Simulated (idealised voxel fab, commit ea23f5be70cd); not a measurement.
Name of the process module below: voxel double patterning
Square cells of 5 nm make up the cross-section cut, whose width is 255 nm.
In what follows, cross-sections appear as grids of square cells, described through bands that run from the top down, where every band is one or more rows of cells. What a band's entry tells you: where the top is and where the bottom is, as heights in nm, and after that what lies inside, material by material from left to right, each with its width in nm. Empty space is written as the word "air", and a single material marked with the word "full width" occupies the band from edge to edge. Heights are measured from 0, the level below which the as-received wafer is all one material; the lowest band has no bottom and continues downward, written as in "z 0 and below". Think of "30 to 40" as a width that walks from the first number to the second as you go down the band, top row to bottom row, taking equal-sized steps from row to row. A step reported as "no change" is a step in which no cell of the cross-section changed. So "Non-vented voids" is basically the list of trapped voids: any empty space of 8 cells or more that can't reach the top through an opening. They're written width x height at distance, the distance being from the left edge, and it's all nm. Formally, on a step line, whatever follows the settings is a remark that the simulator itself makes on the step. Steps that use a mask can have "overlay nm" on their line. It says how far the mask sat to the right of where it was meant to be. Negative means to the left.

Process steps (planned):
1: RECEIVE, material Si
2: CONFORMAL_DEP, material SiO2, thk nm 5
3: DIRECTIONAL_DEP, material W, thk nm 15
4: DIRECTIONAL_DEP, material SiCN, thk nm 10
5: DIRECTIONAL_DEP, material aC, thk nm 15
6: PATTERN, tone open, mask id FIRST, material resist, width nm 15, pitch nm 50, thk nm 30, overlay nm 0
7: DIRECTIONAL_ETCH, etch materials aC, depth nm 15
8: STRIP, etch materials resist
9: DIRECTIONAL_ETCH, etch materials SiCN, depth nm 10
10: STRIP, etch materials aC
11: PATTERN, tone open, mask id SECOND, material resist, width nm 15, thk nm 20, overlay nm 0
12: DIRECTIONAL_ETCH, etch materials SiCN, depth nm 10
13: STRIP, etch materials resist
14: DIRECTIONAL_ETCH, etch materials W, depth nm 15
15: STRIP, etch materials SiCN

Received-state cross-section, reflecting completion of step 1:
- z 0 and below: Si full width
- Non-vented voids: none

Looking at the first of two wafers in cross-section at end of module - ran to plan:
- z 20 to 5: 95 of W  15 of air  10 of W  15 of air  10 of W  15 of air  95 of W
- z 5 to 0: SiO2 full width
- z 0 and below: Si full width
- Non-vented voids: none

Same start, same plan as the first wafer - but one mistake in the run. Cross-section of the second of the two at the end of the module:
- z 30 to 20: SiO2 full width
- z 20 to 5: W full width
- z 5 to 0: SiO2 full width
- z 0 and below: Si full width
- Non-vented voids: none
Against the plan, the run slipped here: off-plan run, step 4, actual operation and settings DIRECTIONAL_DEP, material SiO2, thk nm 10
Count the cells at the end and the second wafer has more or fewer of some materials than the first: 102 more of SiO2 | 27 more of W
